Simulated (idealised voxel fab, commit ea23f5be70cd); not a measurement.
Name of the process module below: voxel capacitor over wiring
Cross-section cut spans 290 nm and uses square cells 5 nm in size.
Bands, listed from the top down, are how a cross-section gets written in this document; the cross-section itself is a grid of square cells, and a band is one or more rows of them.
Heads up on the band format: heights come first, top then bottom, in nm. After that it's the materials left to right, each with its width in nm. A single material flagged "all across" fills the whole band edge to edge, and "blank" means there's empty space there.
Heights are measured from 0, the level below which the as-received wafer is all one material; the lowest band has no bottom and continues downward, written as in "0 nm and below".
When a width is written as two numbers, as in "30->40", the first number is the width in the top row of cells of the band and the second is the width in its bottom row, and the width changes by the same amount from each row to the next.
Any step labelled "stayed the same" changed none of the cells in the cross-section.
This entry, "Entrapped void list", enumerates those empty regions of no fewer than 8 cells that possess no open connection to the top. Each region is reported in the form width x height at distance, the distance being taken from the left edge, with all three quantities expressed in nm.
That trailing text on a step's line, after the settings, is the simulator's own remark on the step.
What "overlay nm" on a step's line means: if the step has a mask, that mask lay this far to the right of its planned place, or, when the value is negative, to the left.

### Steps in the process plan
| 1 | RECEIVE with material Si |
| 2 | CONFORMAL_DEP with material SiO2, thk nm 10 |
| 3 | CONFORMAL_DEP with material SiCN, thk nm 5 |
| 4 | DIRECTIONAL_DEP with material SiO2, thk nm 25 |
| 5 | PATTERN with tone open, mask id METAL_1, material resist, width nm 20, pitch nm 80, thk nm 15, overlay nm 0 |
| 6 | DIRECTIONAL_ETCH with etch materials SiO2, depth nm 25 |
| 7 | DIRECTIONAL_ETCH with etch materials SiCN, depth nm 5 |
| 8 | STRIP with etch materials resist |
| 9 | CONFORMAL_DEP with material TiN, thk nm 5 |
| 10 | FILL_DEP with material Cu, thk nm 10 |
| 11 | CMP with height nm 40 |
| 12 | CONFORMAL_DEP with material SiCN, thk nm 5 |
| 13 | DIRECTIONAL_DEP with material lowk, thk nm 15 |
| 14 | MASKED_ETCH with tone open, mask id PLUG_1, width nm 15, etch materials lowk, depth nm 15, overlay nm 0 |
| 15 | MASKED_ETCH with tone open, mask id PLUG_1, width nm 15, etch materials SiCN, depth nm 5, overlay nm 0 |
| 16 | CONFORMAL_DEP with material TiN, thk nm 5 |
| 17 | FILL_DEP with material Cu, thk nm 10 |
| 18 | CMP with height nm 60 |
| 19 | DIRECTIONAL_DEP with material TiN, thk nm 10 |
| 20 | DIRECTIONAL_DEP with material Al2O3, thk nm 5 |
| 21 | DIRECTIONAL_DEP with material TiN, thk nm 5 |
| 22 | DIRECTIONAL_DEP with material aC, thk nm 15 |
| 23 | PATTERN with tone cover, mask id UPPER_PLATE, material resist, width nm 65, thk nm 35, overlay nm 0 |
| 24 | DIRECTIONAL_ETCH with etch materials aC, depth nm 15 |
| 25 | STRIP with etch materials resist |
| 26 | DIRECTIONAL_ETCH with etch materials TiN, depth nm 5 |
| 27 | DIRECTIONAL_ETCH with etch materials Al2O3, depth nm 5 |
| 28 | STRIP with etch materials aC |
| 29 | PATTERN with tone cover, mask id LOWER_PLATE, material resist, width nm 75, thk nm 20, overlay nm 0 |
| 30 | DIRECTIONAL_ETCH with etch materials TiN, depth nm 10 |
| 31 | STRIP with etch materials resist |
| 32 | FILL_DEP with material SiO2, thk nm 15 |
| 33 | CMP with height nm 90 |
| 34 | DIRECTIONAL_DEP with material aC, thk nm 10 |
| 35 | PATTERN with tone open, mask id PLUG_2, material resist, width nm 15, thk nm 25, overlay nm 0 |
| 36 | DIRECTIONAL_ETCH with etch materials aC, depth nm 10 |
| 37 | STRIP with etch materials resist |
| 38 | DIRECTIONAL_ETCH with etch materials SiO2, depth nm 10 |
| 39 | STRIP with etch materials aC |
| 40 | CONFORMAL_DEP with material TiN, thk nm 5 |
| 41 | FILL_DEP with material Ru, thk nm 5 |
| 42 | CMP with height nm 90 |
| 43 | CONFORMAL_DEP with material SiN, thk nm 5 |

### This is the cross-section of the wafer as we received it, i.e. after step 1
> 0 nm and below  Si all across
> Entrapped void list: none

### Cross-section, first of two wafers, end of module, run as planned
> 95 nm to 90 nm  SiN all across
> 90 nm to 85 nm  110 of SiO2, 5 of TiN, 5 of Ru, 5 of TiN, 165 of SiO2
> 85 nm to 75 nm  110->100 of SiO2, 15->65 of TiN, 165->125 of SiO2
> 75 nm to 70 nm  100 of SiO2, 65 of Al2O3, 125 of SiO2
> 70 nm to 60 nm  95 of SiO2, 75 of TiN, 120 of SiO2
> 60 nm to 45 nm  100 of lowk, 5 of TiN, 5 of Cu, 5 of TiN, 175 of lowk
> 45 nm to 40 nm  100 of SiCN, 15 of TiN, 175 of SiCN
> 40 nm to 15 nm  95 of SiO2, 5 of TiN, 10 of Cu, 5 of TiN, 60 of SiO2, 5 of TiN, 10 of Cu, 5 of TiN, 95 of SiO2
> 15 nm to 10 nm  95 of SiCN, 20 of TiN, 60 of SiCN, 20 of TiN, 95 of SiCN
> 10 nm to 0 nm  SiO2 all across
> 0 nm and below  Si all across
> Entrapped void list: none

### Wafer two, end of module, cross-section. Same start, same plan as wafer one. One mistake in the run
> 95 nm to 90 nm  SiN all across
> 90 nm to 85 nm  110 of SiO2, 5 of TiN, 5 of Ru, 5 of TiN, 165 of SiO2
> 85 nm to 80 nm  110 of SiO2, 15 of TiN, 165 of SiO2
> 80 nm to 75 nm  95 of SiO2, 5 of TiN, 65 of SiO2, 5 of TiN, 120 of SiO2
> 75 nm to 70 nm  100 of Al2O3, 65 of SiO2, 125 of Al2O3
> 70 nm to 60 nm  TiN all across
> 60 nm to 45 nm  100 of lowk, 5 of TiN, 5 of Cu, 5 of TiN, 175 of lowk
> 45 nm to 40 nm  100 of SiCN, 15 of TiN, 175 of SiCN
> 40 nm to 15 nm  95 of SiO2, 5 of TiN, 10 of Cu, 5 of TiN, 60 of SiO2, 5 of TiN, 10 of Cu, 5 of TiN, 95 of SiO2
> 15 nm to 10 nm  95 of SiCN, 20 of TiN, 60 of SiCN, 20 of TiN, 95 of SiCN
> 10 nm to 0 nm  SiO2 all across
> 0 nm and below  Si all across
> Entrapped void list: none
So what did we get wrong on this run? contrary to plan, step 23 was performed as PATTERN with tone open, mask id UPPER_PLATE, material resist, width nm 65, thk nm 35, overlay nm 0
Materials where the second wafer ends with more or fewer cells than the first: 32 more of Al2O3 | 107 fewer of SiO2 | 75 more of TiN
